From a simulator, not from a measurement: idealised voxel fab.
process module | voxel air gaps
cross-section cut | 240 nm wide | cells 5 nm
A cross-section is a grid of square cells, given in bands from the top down. A band is one or more rows of cells.
Each band's line starts with the height of the band's top and of its bottom, in nm. Then come its materials from left to right, each with its width in nm. One material with "throughout" fills the band from edge to edge. "air" is empty space.
Height 0 is the level under which the wafer as received is all one material. The lowest band goes on downwards, as in "0 down".
A width such as "30 to 40" changes by the same amount from each row of cells to the next, from the band's top row to its bottom row.
"no change" after a step means that no cell of the cross-section changed.
closed voids: empty space of 8 cells or more with no open way to the top, each as width x height at its distance from the left edge, in nm
after a step's settings: what the simulator itself notes on the step
overlay nm, on a step with a mask: how far to the right of its planned place the mask lay; to the left if negative
plan
1 op RECEIVE | material Si
2 op CONFORMAL_DEP | material SiO2 | thk nm 15
3 op CONFORMAL_DEP | material SiN | thk nm 5
4 op DIRECTIONAL_DEP | material SiO2 | thk nm 30
5 op MASKED_ETCH | tone open | mask id LINES | width nm 25 | pitch nm 55 | etch materials SiO2 | depth nm 30 | overlay nm 0
6 op CONFORMAL_DEP | material TiN | thk nm 5
7 op FILL_DEP | material W | thk nm 5
8 op CMP | height nm 50
9 op EPI | material Ru | thk nm 10
10 op SELECTIVE_ETCH | etch materials SiO2 | depth nm 40
11 op CONFORMAL_DEP | material SiN | thk nm 5
first wafer, as planned
as received, after step 1
  0 down: Si throughout
  closed voids: none
after step 2
  15 to 0: SiO2 throughout
  below 0: unchanged
after step 3
  20 to 15: SiN throughout
  below 15: unchanged
after step 4
  50 to 20: SiO2 throughout
  below 20: unchanged
after step 5
  50 to 20: SiO2 50 | air 25 | SiO2 30 | air 25 | SiO2 30 | air 25 | SiO2 55
  below 20: unchanged
after step 6
  55 to 50: TiN 55 | air 15 | TiN 40 | air 15 | TiN 40 | air 15 | TiN 60
  50 to 25: SiO2 50 | TiN 5 | air 15 | TiN 5 | SiO2 30 | TiN 5 | air 15 | TiN 5 | SiO2 30 | TiN 5 | air 15 | TiN 5 | SiO2 55
  25 to 20: SiO2 50 | TiN 25 | SiO2 30 | TiN 25 | SiO2 30 | TiN 25 | SiO2 55
  below 20: unchanged
after step 7
  60 to 55: W throughout
  55 to 50: TiN 55 | W 15 | TiN 40 | W 15 | TiN 40 | W 15 | TiN 60
  50 to 25: SiO2 50 | TiN 5 | W 15 | TiN 5 | SiO2 30 | TiN 5 | W 15 | TiN 5 | SiO2 30 | TiN 5 | W 15 | TiN 5 | SiO2 55
  below 25: unchanged
after step 8
  50 to 25: SiO2 50 | TiN 5 | W 15 | TiN 5 | SiO2 30 | TiN 5 | W 15 | TiN 5 | SiO2 30 | TiN 5 | W 15 | TiN 5 | SiO2 55
  below 25: unchanged
after step 9
  60 to 50: air 40 | Ru 45 | air 10 | Ru 45 | air 10 | Ru 45 | air 45
  below 50: unchanged
after step 10
  60 to 50: air 40 | Ru 45 | air 10 | Ru 45 | air 10 | Ru 45 | air 45
  50 to 25: air 50 | TiN 5 | W 15 | TiN 5 | air 30 | TiN 5 | W 15 | TiN 5 | air 30 | TiN 5 | W 15 | TiN 5 | air 55
  25 to 20: air 50 | TiN 25 | air 30 | TiN 25 | air 30 | TiN 25 | air 55
  below 20: unchanged
after step 11
  65 to 60: air 35 | SiN 165 | air 40
  60 to 50: air 35 | SiN 5 | Ru 45 | SiN 10 | Ru 45 | SiN 10 | Ru 45 | SiN 5 | air 40
  50 to 45: air 35 | SiN 15 | TiN 5 | W 15 | TiN 5 | SiN 30 | TiN 5 | W 15 | TiN 5 | SiN 30 | TiN 5 | W 15 | TiN 5 | SiN 15 | air 40
  45 to 25: air 45 | SiN 5 | TiN 5 | W 15 | TiN 5 | SiN 5 | air 20 | SiN 5 | TiN 5 | W 15 | TiN 5 | SiN 5 | air 20 | SiN 5 | TiN 5 | W 15 | TiN 5 | SiN 5 | air 50
  25 to 20: SiN 50 | TiN 25 | SiN 30 | TiN 25 | SiN 30 | TiN 25 | SiN 55
  below 20: unchanged
  closed voids: 20 x 20 at 80; 20 x 20 at 135
second wafer: like start, like plan, one mistake. Through step 1 it matches the first wafer
when step 2 should have ended
  30 to 0: SiO2 throughout
  below 0: unchanged
when step 3 should have ended
  35 to 30: SiN throughout
  below 30: unchanged
when step 4 should have ended
  65 to 35: SiO2 throughout
  below 35: unchanged
when step 5 should have ended
  65 to 35: SiO2 50 | air 25 | SiO2 30 | air 25 | SiO2 30 | air 25 | SiO2 55
  below 35: unchanged
when step 6 should have ended
  70 to 65: TiN 55 | air 15 | TiN 40 | air 15 | TiN 40 | air 15 | TiN 60
  65 to 40: SiO2 50 | TiN 5 | air 15 | TiN 5 | SiO2 30 | TiN 5 | air 15 | TiN 5 | SiO2 30 | TiN 5 | air 15 | TiN 5 | SiO2 55
  40 to 35: SiO2 50 | TiN 25 | SiO2 30 | TiN 25 | SiO2 30 | TiN 25 | SiO2 55
  below 35: unchanged
when step 7 should have ended
  75 to 70: W throughout
  70 to 65: TiN 55 | W 15 | TiN 40 | W 15 | TiN 40 | W 15 | TiN 60
  65 to 40: SiO2 50 | TiN 5 | W 15 | TiN 5 | SiO2 30 | TiN 5 | W 15 | TiN 5 | SiO2 30 | TiN 5 | W 15 | TiN 5 | SiO2 55
  below 40: unchanged
when step 8 should have ended
  50 to 40: SiO2 50 | TiN 5 | W 15 | TiN 5 | SiO2 30 | TiN 5 | W 15 | TiN 5 | SiO2 30 | TiN 5 | W 15 | TiN 5 | SiO2 55
  below 40: unchanged
when step 9 should have ended
  60 to 50: air 40 | Ru 45 | air 10 | Ru 45 | air 10 | Ru 45 | air 45
  below 50: unchanged
when step 10 should have ended
  60 to 50: air 40 | Ru 45 | air 10 | Ru 45 | air 10 | Ru 45 | air 45
  50 to 40: air 50 | TiN 5 | W 15 | TiN 5 | air 30 | TiN 5 | W 15 | TiN 5 | air 30 | TiN 5 | W 15 | TiN 5 | air 55
  40 to 35: air 50 | TiN 25 | air 30 | TiN 25 | air 30 | TiN 25 | air 55
  below 35: unchanged
when step 11 should have ended
  65 to 60: air 35 | SiN 165 | air 40
  60 to 50: air 35 | SiN 5 | Ru 45 | SiN 10 | Ru 45 | SiN 10 | Ru 45 | SiN 5 | air 40
  50 to 45: air 35 | SiN 15 | TiN 5 | W 15 | TiN 5 | SiN 30 | TiN 5 | W 15 | TiN 5 | SiN 30 | TiN 5 | W 15 | TiN 5 | SiN 15 | air 40
  45 to 40: air 45 | SiN 5 | TiN 5 | W 15 | TiN 5 | SiN 5 | air 20 | SiN 5 | TiN 5 | W 15 | TiN 5 | SiN 5 | air 20 | SiN 5 | TiN 5 | W 15 | TiN 5 | SiN 5 | air 50
  40 to 35: SiN 50 | TiN 25 | SiN 30 | TiN 25 | SiN 30 | TiN 25 | SiN 55
  below 35: unchanged
what went wrong: step 2 was run twice
at the end the second wafer has, in cells: 18 fewer of SiN | 144 more of SiO2 | 18 fewer of TiN | 27 fewer of W
closed voids at the end (first wafer, second wafer): 2, 0
